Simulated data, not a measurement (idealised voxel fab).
Process module, titled voxel self aligned vias
For reference, the cross-section in this document is cut, with width 205 nm and square cells of 5 nm.
This document writes a cross-section as a grid whose cells are square, and gives it as bands, listed from the top down; one or more rows of cells form a band. Heights first: top, then bottom, in nm. Then materials, left to right, each with a width in nm. "everywhere" on a single material: fills the band edge to edge. "air": empty space. The reference from which all heights are counted is 0, the level beneath which the as-received wafer is entirely one material; the lowest band, having no lower bound, proceeds downward and is written after the example "0 nm and below". Per-row width for "30->40": begins at first number (top row of band), ends at second number (bottom row), increment between rows held constant. A step reported as "remained unchanged" is a step in which no cell of the cross-section changed. What "Unvented internal voids" gives you is every empty space of 8 cells or more that is cut off from the top. Each appears as width x height at distance, with the distance taken from the left edge and width, height and distance all in nm. If you see something after the settings on a step's line, that's the simulator's own remark about that step. A step line may carry the setting "overlay nm", which, for steps involving a mask, states the distance by which the mask lay to the right of its intended position; negative values denote displacement to the left.
**plan**
1: op RECEIVE | material Si
2: op CONFORMAL_DEP | material SiO2 | thk nm 10
3: op CONFORMAL_DEP | material SiCN | thk nm 5
4: op DIRECTIONAL_DEP | material SiO2 | thk nm 25
5: op PATTERN | tone open | mask id LINES | material resist | width nm 20 | pitch nm 65 | thk nm 20 | overlay nm 0
6: op DIRECTIONAL_ETCH | etch materials SiO2 | depth nm 25
7: op STRIP | etch materials resist
8: op CONFORMAL_DEP | material TiN | thk nm 5
9: op FILL_DEP | material W | thk nm 10
10: op CMP | height nm 40
11: op SELECTIVE_ETCH | etch materials W Ru TiN | depth nm 5
12: op FILL_DEP | material SiN | thk nm 5
13: op CMP | height nm 40
14: op DIRECTIONAL_DEP | material SiO2 | thk nm 20
15: op PATTERN | tone open | mask id VIAS | material resist | width nm 40 | pitch nm 130 | thk nm 20 | overlay nm 0
16: op DIRECTIONAL_ETCH | etch materials SiO2 | depth nm 20
17: op DIRECTIONAL_ETCH | etch materials SiN | depth nm 5
18: op STRIP | etch materials resist
19: op CONFORMAL_DEP | material TiN | thk nm 5
20: op FILL_DEP | material Ru | thk nm 5
21: op CMP | height nm 60
22: op CONFORMAL_DEP | material SiN | thk nm 5
**Here's what the wafer looked like in cross-section when it arrived - that's after step 1**
	0 nm and below: Si everywhere
	Unvented internal voids: none
**First wafer of two, sectioned at end of module; run went per plan**
	65 nm to 60 nm: SiN everywhere
	60 nm to 45 nm: SiO2 15; TiN 5; Ru 30; TiN 5; SiO2 90; TiN 5; Ru 30; TiN 5; SiO2 20
	45 nm to 40 nm: SiO2 15; TiN 15; Ru 10; TiN 15; SiO2 90; TiN 15; Ru 10; TiN 15; SiO2 20
	40 nm to 35 nm: SiO2 25; TiN 20; SiO2 45; SiN 20; SiO2 45; TiN 20; SiO2 30
	35 nm to 20 nm: SiO2 25; TiN 5; W 10; TiN 5; SiO2 45; TiN 5; W 10; TiN 5; SiO2 45; TiN 5; W 10; TiN 5; SiO2 30
	20 nm to 15 nm: SiO2 25; TiN 20; SiO2 45; TiN 20; SiO2 45; TiN 20; SiO2 30
	15 nm to 10 nm: SiCN everywhere
	10 nm to 0 nm: SiO2 everywhere
	0 nm and below: Si everywhere
	Unvented internal voids: none
**Cross-section at end of module for the second wafer of two, which matched the first in starting point and plan and differed by one mistake in its processing**
	65 nm to 60 nm: SiN everywhere
	60 nm to 45 nm: SiO2 15; TiN 5; Ru 30; TiN 5; SiO2 90; TiN 5; Ru 30; TiN 5; SiO2 20
	45 nm to 40 nm: SiO2 15; TiN 40; SiO2 90; TiN 40; SiO2 20
	40 nm to 35 nm: SiCN everywhere
	35 nm to 0 nm: SiO2 everywhere
	0 nm and below: Si everywhere
	Unvented internal voids: none
Short version of what went wrong: deviation from plan: step 4 and step 3 executed in one another's positions
Final cells, second wafer relative to first, materials higher or lower: 4 fewer of Ru; 4 fewer of SiN; 60 more of SiO2; 34 fewer of TiN; 18 fewer of W
